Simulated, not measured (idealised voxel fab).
Process module under the name voxel capacitor over wiring
Each square cell in cross-section cut measures 5 nm, and the section as a whole is 225 nm wide.
For the purposes of this document, a cross-section shall be understood as a grid of square cells, specified as bands listed in top-to-bottom order, each band consisting of one or more rows of cells. In this notation a band is specified by the heights of its top and bottom, in that order and in nm, after which its materials appear from left to right, each paired with its width in nm. The word "all across" attached to a single material means that material fills the band from edge to edge; the word "blank" stands for empty space. Height is counted from the level 0, under which the received wafer is composed throughout of one material. The lowest of the bands is not closed at the bottom but continues downward, in the notation "from 0 down". Note: "30->40" means the width goes from the first number (top row of the band) to the second number (bottom row) in equal steps per row of cells. Take "remains unaltered" at face value: in the step it is given for, the cross-section changed in none of its cells. "Fully enclosed voids" contains a list of empty spaces, each no smaller than 8 cells and without an open way to the top, written in the form width x height at distance with the distance from the left edge and all three in nm. Note: text after step settings on the step line = simulator remark on that step. If you see "overlay nm" on a step's line and that step has a mask, it's telling you how far right of where it was planned the mask ended up; a negative number means it went left instead.

So here's the lineup of process steps we planned:
1: RECEIVE,material Si
2: CONFORMAL_DEP,material SiO2,thk nm 15
3: DIRECTIONAL_DEP,material TiN,thk nm 5
4: DIRECTIONAL_DEP,material W,thk nm 15
5: MASKED_ETCH,tone cover,mask id METAL_1,width nm 25,pitch nm 95,etch materials W,depth nm 15,overlay nm 0
6: MASKED_ETCH,tone cover,mask id METAL_1,width nm 25,pitch nm 95,etch materials TiN,depth nm 5,overlay nm 0
7: CONFORMAL_DEP,material SiCN,thk nm 5
8: FILL_DEP,material lowk,thk nm 5
9: CMP,height nm 35
10: CONFORMAL_DEP,material SiCN,thk nm 5
11: DIRECTIONAL_DEP,material lowk,thk nm 15
12: PATTERN,tone open,mask id PLUG_1,material resist,width nm 15,thk nm 20,overlay nm 0
13: DIRECTIONAL_ETCH,etch materials lowk,depth nm 15
14: DIRECTIONAL_ETCH,etch materials SiCN,depth nm 5
15: STRIP,etch materials resist
16: CONFORMAL_DEP,material TiN,thk nm 5
17: FILL_DEP,material Ru,thk nm 10
18: CMP,height nm 55
19: DIRECTIONAL_DEP,material TiN,thk nm 5
20: DIRECTIONAL_DEP,material SiN,thk nm 5
21: DIRECTIONAL_DEP,material TiN,thk nm 5
22: PATTERN,tone cover,mask id UPPER_PLATE,material resist,width nm 75,thk nm 15,overlay nm 0
23: DIRECTIONAL_ETCH,etch materials TiN,depth nm 5
24: DIRECTIONAL_ETCH,etch materials SiN,depth nm 5
25: STRIP,etch materials resist
26: MASKED_ETCH,tone cover,mask id LOWER_PLATE,width nm 85,etch materials TiN,depth nm 5,overlay nm 0
27: FILL_DEP,material SiO2,thk nm 20
28: CMP,height nm 85
29: MASKED_ETCH,tone open,mask id PLUG_2,width nm 15,etch materials SiO2,depth nm 15,overlay nm 0
30: CONFORMAL_DEP,material TiN,thk nm 5
31: FILL_DEP,material Ru,thk nm 10
32: CMP,height nm 85
33: CONFORMAL_DEP,material SiN,thk nm 5

as received, after step 1:
    from 0 down = Si all across
    Fully enclosed voids: none

The first of two wafers, cross-sectioned at the end of the module, with the run proceeding as planned:
    from 90 to 85 = SiN all across
    from 85 to 75 = SiO2=70, then TiN=5, then Ru=5, then TiN=5, then SiO2=140
    from 75 to 65 = SiO2=70->60, then TiN=15->75, then SiO2=140->90
    from 65 to 60 = SiO2=60, then SiN=75, then SiO2=90
    from 60 to 55 = SiO2=55, then TiN=85, then SiO2=85
    from 55 to 40 = lowk=60, then TiN=5, then Ru=5, then TiN=5, then lowk=150
    from 40 to 35 = SiCN=60, then TiN=15, then SiCN=150
    from 35 to 20 = lowk=45, then SiCN=5, then W=25, then SiCN=5, then lowk=60, then SiCN=5, then W=25, then SiCN=5, then lowk=50
    from 20 to 15 = SiCN=50, then TiN=25, then SiCN=70, then TiN=25, then SiCN=55
    from 15 to 0 = SiO2 all across
    from 0 down = Si all across
    Fully enclosed voids: none

Here is the second of the two wafers cut open at the end of the module - same start, same plan as the first one, but we made one mistake running it:
    from 90 to 85 = SiN all across
    from 85 to 75 = SiO2=70, then TiN=5, then Ru=5, then TiN=5, then SiO2=140
    from 75 to 70 = SiO2=70, then TiN=15, then SiO2=140
    from 70 to 65 = SiO2 all across
    from 65 to 55 = SiO2=60->55, then TiN=75->85, then SiO2=90->85
    from 55 to 40 = lowk=60, then TiN=5, then Ru=5, then TiN=5, then lowk=150
    from 40 to 35 = SiCN=60, then TiN=15, then SiCN=150
    from 35 to 20 = lowk=45, then SiCN=5, then W=25, then SiCN=5, then lowk=60, then SiCN=5, then W=25, then SiCN=5, then lowk=50
    from 20 to 15 = SiCN=50, then TiN=25, then SiCN=70, then TiN=25, then SiCN=55
    from 15 to 0 = SiO2 all across
    from 0 down = Si all across
    Fully enclosed voids: none
So what did we get wrong on this run? plan step 20: skipped, not run
Final cells, second wafer relative to first, materials higher or lower: 15 fewer of SiN | 15 more of SiO2
